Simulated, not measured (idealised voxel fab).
Name of the process module below: voxel self aligned contacts
For reference, the cross-section in this document is cut, with width 260 nm and square cells of 5 nm.
Cross-sections here: square-cell grids, written as top-down lists of bands, a band being one or more rows of cells.
Heads up on the band format: heights come first, top then bottom, in nm. After that it's the materials left to right, each with its width in nm. A single material flagged "full width" fills the whole band edge to edge, and "blank" means there's empty space there.
Ref level 0: as-received wafer is one material below here. Bottom band extends down with no lower bound ("0 down").
With a width like "30..40", each row of cells in the band differs from the next by the same amount, the top row carrying the first number and the bottom row the second.
Any step labelled "identical to before" changed none of the cells in the cross-section.
Entry "Voids lacking openings". Content: empty spaces with no open connection to the top, size 8 cells or greater. Each: width x height at distance. Distance: from left edge. Unit: nm.
Read whatever lies past the settings on a step's line as the simulator's own remark about the step.
A step's line can hold "overlay nm"; with a mask on that step, the setting says how far right of the planned place the mask lay, while a negative setting says it lay to the left.

**Process steps foreseen in the plan**
step 1: RECEIVE, material Si
step 2: OXIDIZE, depth nm 5
step 3: DIRECTIONAL_DEP, material polySi, thk nm 20
step 4: DIRECTIONAL_DEP, material SiN, thk nm 20
step 5: DIRECTIONAL_DEP, material aC, thk nm 15
step 6: PATTERN, tone cover, mask id GATE, material resist, width nm 25, pitch nm 50, thk nm 30, overlay nm 0
step 7: DIRECTIONAL_ETCH, etch materials aC, depth nm 15
step 8: STRIP, etch materials resist
step 9: DIRECTIONAL_ETCH, etch materials SiN, depth nm 20
step 10: DIRECTIONAL_ETCH, etch materials polySi, depth nm 20
step 11: STRIP, etch materials aC
step 12: CONFORMAL_DEP, material SiN, thk nm 5
step 13: DIRECTIONAL_ETCH, etch materials SiN, depth nm 5
step 14: FILL_DEP, material SiO2, thk nm 15
step 15: CMP, height nm 45
step 16: DIRECTIONAL_DEP, material aC, thk nm 15
step 17: PATTERN, tone open, mask id CONTACT, material resist, width nm 35, thk nm 30, overlay nm 0
step 18: DIRECTIONAL_ETCH, etch materials aC, depth nm 15
step 19: STRIP, etch materials resist
step 20: DIRECTIONAL_ETCH, etch materials SiO2, depth nm 50
step 21: STRIP, etch materials aC
step 22: CONFORMAL_DEP, material TiN, thk nm 5
step 23: FILL_DEP, material W, thk nm 5
step 24: CMP, height nm 45
step 25: CONFORMAL_DEP, material SiN, thk nm 5

**So, the first of our two wafers, run just as we planned it**

**Cross-section: wafer on arrival = after step 1**
> 0 down: Si full width
> Voids lacking openings: none

**Upon completion of step 2, the wafer appears in cross-section as shown**
> 0 to -5: SiO2 full width
> Under -5: no change, same as before.

**Upon completion of step 3, the wafer appears in cross-section as shown**
> 20 to 0: polySi full width
> Under 0: no change, same as before.

**Upon completion of step 4, the wafer appears in cross-section as shown**
> 40 to 20: SiN full width
> Under 20: no change, same as before.

**Upon completion of step 5, the wafer appears in cross-section as shown**
> 55 to 40: aC full width
> Under 40: no change, same as before.

**Upon completion of step 6, the wafer appears in cross-section as shown**
> 85 to 55: blank=90, then resist=25, then blank=25, then resist=25, then blank=95
> Under 55: no change, same as before.

**Upon completion of step 7, the wafer appears in cross-section as shown**
> 70 to 55: blank=90, then resist=25, then blank=25, then resist=25, then blank=95
> 55 to 40: blank=90, then aC=25, then blank=25, then aC=25, then blank=95
> Under 40: no change, same as before.

**Upon completion of step 8, the wafer appears in cross-section as shown**
> 55 to 40: blank=90, then aC=25, then blank=25, then aC=25, then blank=95
> Under 40: no change, same as before.

**Upon completion of step 9, the wafer appears in cross-section as shown**
> 55 to 40: blank=90, then aC=25, then blank=25, then aC=25, then blank=95
> 40 to 20: blank=90, then SiN=25, then blank=25, then SiN=25, then blank=95
> Under 20: no change, same as before.

**Upon completion of step 10, the wafer appears in cross-section as shown**
> 55 to 40: blank=90, then aC=25, then blank=25, then aC=25, then blank=95
> 40 to 20: blank=90, then SiN=25, then blank=25, then SiN=25, then blank=95
> 20 to 0: blank=90, then polySi=25, then blank=25, then polySi=25, then blank=95
> Under 0: no change, same as before.

**Upon completion of step 11, the wafer appears in cross-section as shown**
> 40 to 20: blank=90, then SiN=25, then blank=25, then SiN=25, then blank=95
> Under 20: no change, same as before.

**Upon completion of step 12, the wafer appears in cross-section as shown**
> 45 to 20: blank=85, then SiN=35, then blank=15, then SiN=35, then blank=90
> 20 to 5: blank=85, then SiN=5, then polySi=25, then SiN=5, then blank=15, then SiN=5, then polySi=25, then SiN=5, then blank=90
> 5 to 0: SiN=90, then polySi=25, then SiN=25, then polySi=25, then SiN=95
> Under 0: no change, same as before.

**Upon completion of step 13, the wafer appears in cross-section as shown**
> 40 to 20: blank=85, then SiN=35, then blank=15, then SiN=35, then blank=90
> 20 to 0: blank=85, then SiN=5, then polySi=25, then SiN=5, then blank=15, then SiN=5, then polySi=25, then SiN=5, then blank=90
> Under 0: no change, same as before.

**Upon completion of step 14, the wafer appears in cross-section as shown**
> 55 to 40: SiO2 full width
> 40 to 20: SiO2=85, then SiN=35, then SiO2=15, then SiN=35, then SiO2=90
> 20 to 0: SiO2=85, then SiN=5, then polySi=25, then SiN=5, then SiO2=15, then SiN=5, then polySi=25, then SiN=5, then SiO2=90
> Under 0: no change, same as before.

**Upon completion of step 15, the wafer appears in cross-section as shown**
> 45 to 40: SiO2 full width
> Under 40: no change, same as before.

**Upon completion of step 16, the wafer appears in cross-section as shown**
> 60 to 45: aC full width
> Under 45: no change, same as before.

**Upon completion of step 17, the wafer appears in cross-section as shown**
> 90 to 60: resist=110, then blank=35, then resist=115
> Under 60: no change, same as before.

**Upon completion of step 18, the wafer appears in cross-section as shown**
> 75 to 60: resist=110, then blank=35, then resist=115
> 60 to 45: aC=110, then blank=35, then aC=115
> Under 45: no change, same as before.

**Upon completion of step 19, the wafer appears in cross-section as shown**
> 60 to 45: aC=110, then blank=35, then aC=115
> Under 45: no change, same as before.

**Upon completion of step 20, the wafer appears in cross-section as shown**
> 60 to 45: aC=110, then blank=35, then aC=115
> 45 to 40: SiO2=110, then blank=35, then SiO2=115
> 40 to 20: SiO2=85, then SiN=35, then blank=15, then SiN=35, then SiO2=90
> 20 to 0: SiO2=85, then SiN=5, then polySi=25, then SiN=5, then blank=15, then SiN=5, then polySi=25, then SiN=5, then SiO2=90
> 0 to -5: SiO2=120, then blank=15, then SiO2=125
> Under -5: no change, same as before.

**Upon completion of step 21, the wafer appears in cross-section as shown**
> 45 to 40: SiO2=110, then blank=35, then SiO2=115
> Under 40: no change, same as before.

**Upon completion of step 22, the wafer appears in cross-section as shown**
> 50 to 45: TiN=115, then blank=25, then TiN=120
> 45 to 40: SiO2=110, then TiN=15, then blank=5, then TiN=15, then SiO2=115
> 40 to 20: SiO2=85, then SiN=35, then TiN=5, then blank=5, then TiN=5, then SiN=35, then SiO2=90
> 20 to 0: SiO2=85, then SiN=5, then polySi=25, then SiN=5, then TiN=5, then blank=5, then TiN=5, then SiN=5, then polySi=25, then SiN=5, then SiO2=90
> 0 to -5: SiO2=120, then TiN=15, then SiO2=125
> Under -5: no change, same as before.

**Upon completion of step 23, the wafer appears in cross-section as shown**
> 55 to 50: W full width
> 50 to 45: TiN=115, then W=25, then TiN=120
> 45 to 40: SiO2=110, then TiN=15, then W=5, then TiN=15, then SiO2=115
> 40 to 20: SiO2=85, then SiN=35, then TiN=5, then W=5, then TiN=5, then SiN=35, then SiO2=90
> 20 to 0: SiO2=85, then SiN=5, then polySi=25, then SiN=5, then TiN=5, then W=5, then TiN=5, then SiN=5, then polySi=25, then SiN=5, then SiO2=90
> Under 0: no change, same as before.

**Upon completion of step 24, the wafer appears in cross-section as shown**
> 45 to 40: SiO2=110, then TiN=15, then W=5, then TiN=15, then SiO2=115
> Under 40: no change, same as before.

**Upon completion of step 25, the wafer appears in cross-section as shown**
> 50 to 45: SiN full width
> Under 45: no change, same as before.

**Here the second wafer is described. Its start and its plan were those of the first wafer. Its run contained one mistake. Up to and including step 11, it did exactly what the first wafer did**

**Cross-section of the second wafer corresponding to the planned conclusion of step 12**
> 35 to 20: blank=90, then SiN=25, then blank=25, then SiN=25, then blank=95
> Under 20: no change, same as before.

**Cross-section of the second wafer corresponding to the planned conclusion of step 13**
> 40 to 20: blank=85, then SiN=35, then blank=15, then SiN=35, then blank=90
> 20 to 5: blank=85, then SiN=5, then polySi=25, then SiN=5, then blank=15, then SiN=5, then polySi=25, then SiN=5, then blank=90
> 5 to 0: SiN=90, then polySi=25, then SiN=25, then polySi=25, then SiN=95
> Under 0: no change, same as before.

**Cross-section of the second wafer corresponding to the planned conclusion of step 14**
> 55 to 40: SiO2 full width
> 40 to 20: SiO2=85, then SiN=35, then SiO2=15, then SiN=35, then SiO2=90
> 20 to 5: SiO2=85, then SiN=5, then polySi=25, then SiN=5, then SiO2=15, then SiN=5, then polySi=25, then SiN=5, then SiO2=90
> Under 5: no change, same as before.

**Cross-section of the second wafer corresponding to the planned conclusion of step 15**
> 45 to 40: SiO2 full width
> Under 40: no change, same as before.

**Cross-section of the second wafer corresponding to the planned conclusion of step 16**
> 60 to 45: aC full width
> Under 45: no change, same as before.

**Cross-section of the second wafer corresponding to the planned conclusion of step 17**
> 90 to 60: resist=110, then blank=35, then resist=115
> Under 60: no change, same as before.

**Cross-section of the second wafer corresponding to the planned conclusion of step 18**
> 75 to 60: resist=110, then blank=35, then resist=115
> 60 to 45: aC=110, then blank=35, then aC=115
> Under 45: no change, same as before.

**Cross-section of the second wafer corresponding to the planned conclusion of step 19**
> 60 to 45: aC=110, then blank=35, then aC=115
> Under 45: no change, same as before.

**Cross-section of the second wafer corresponding to the planned conclusion of step 20**
> 60 to 45: aC=110, then blank=35, then aC=115
> 45 to 40: SiO2=110, then blank=35, then SiO2=115
> 40 to 20: SiO2=85, then SiN=35, then blank=15, then SiN=35, then SiO2=90
> 20 to 5: SiO2=85, then SiN=5, then polySi=25, then SiN=5, then blank=15, then SiN=5, then polySi=25, then SiN=5, then SiO2=90
> Under 5: no change, same as before.

**Cross-section of the second wafer corresponding to the planned conclusion of step 21**
> 45 to 40: SiO2=110, then blank=35, then SiO2=115
> Under 40: no change, same as before.

**Cross-section of the second wafer corresponding to the planned conclusion of step 22**
> 50 to 45: TiN=115, then blank=25, then TiN=120
> 45 to 40: SiO2=110, then TiN=15, then blank=5, then TiN=15, then SiO2=115
> 40 to 20: SiO2=85, then SiN=35, then TiN=5, then blank=5, then TiN=5, then SiN=35, then SiO2=90
> 20 to 10: SiO2=85, then SiN=5, then polySi=25, then SiN=5, then TiN=5, then blank=5, then TiN=5, then SiN=5, then polySi=25, then SiN=5, then SiO2=90
> 10 to 5: SiO2=85, then SiN=5, then polySi=25, then SiN=5, then TiN=15, then SiN=5, then polySi=25, then SiN=5, then SiO2=90
> Under 5: no change, same as before.

**Cross-section of the second wafer corresponding to the planned conclusion of step 23**
> 55 to 50: W full width
> 50 to 45: TiN=115, then W=25, then TiN=120
> 45 to 40: SiO2=110, then TiN=15, then W=5, then TiN=15, then SiO2=115
> 40 to 20: SiO2=85, then SiN=35, then TiN=5, then W=5, then TiN=5, then SiN=35, then SiO2=90
> 20 to 10: SiO2=85, then SiN=5, then polySi=25, then SiN=5, then TiN=5, then W=5, then TiN=5, then SiN=5, then polySi=25, then SiN=5, then SiO2=90
> Under 10: no change, same as before.

**Cross-section of the second wafer corresponding to the planned conclusion of step 24**
> 45 to 40: SiO2=110, then TiN=15, then W=5, then TiN=15, then SiO2=115
> Under 40: no change, same as before.

**Cross-section of the second wafer corresponding to the planned conclusion of step 25**
> 50 to 45: SiN full width
> Under 45: no change, same as before.
Heads up, the wafer didn't run the way we planned it: transposition of steps 12 and 13 relative to the planned sequence
Heads up, by the end the second wafer has more or fewer cells of some materials compared to the first: SiN: 38 more | SiO2: 32 fewer | TiN: 4 fewer | W: 2 fewer
